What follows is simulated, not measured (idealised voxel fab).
process module | voxel released beams
cross-section cut | 150 nm wide | cells 5 nm
A cross-section is a grid of square cells, given in bands from the top down. A band is one or more rows of cells.
Each band's line starts with the height of the band's top and of its bottom, in nm. Then come its materials from left to right, each with its width in nm. One material with "throughout" fills the band from edge to edge. "air" is empty space.
Height 0 is the level under which the wafer as received is all one material. The lowest band goes on downwards, as in "0 down".
A width such as "30 to 40" changes by the same amount from each row of cells to the next, from the band's top row to its bottom row.
"no change" after a step means that no cell of the cross-section changed.
closed voids: empty space of 8 cells or more with no open way to the top, each as width x height at its distance from the left edge, in nm
after a step's settings: what the simulator itself notes on the step
overlay nm, on a step with a mask: how far to the right of its planned place the mask lay; to the left if negative
plan
1 op RECEIVE | material Si
2 op CONFORMAL_DEP | material Al2O3 | thk nm 5
3 op DIRECTIONAL_DEP | material SiO2 | thk nm 10
4 op PATTERN | tone open | mask id ANCHOR | material resist | width nm 25 | thk nm 20 | overlay nm 0
5 op DIRECTIONAL_ETCH | etch materials SiO2 | depth nm 10
6 op STRIP | etch materials resist
7 op CONFORMAL_DEP | material SiN | thk nm 10
8 op PATTERN | tone cover | mask id BEAM | material resist | width nm 110 | thk nm 15 | overlay nm 0
9 op DIRECTIONAL_ETCH | etch materials SiN | depth nm 10
10 op STRIP | etch materials resist
11 op STRIP | etch materials SiO2
as received, after step 1
  0 down: Si throughout
  closed voids: none
a wafer at the end: this start, this plan, one mistake
  25 to 15: air 20 | SiN 10 | air 5 | SiN 95 | air 20
  15 to 5: air 20 | SiN 25 | air 105
  5 to 0: Al2O3 throughout
  0 down: Si throughout
  closed voids: none
what went wrong: step 8 ran as: op PATTERN | tone cover | mask id BEAM | material resist | width nm 110 | thk nm 15 | overlay nm 5
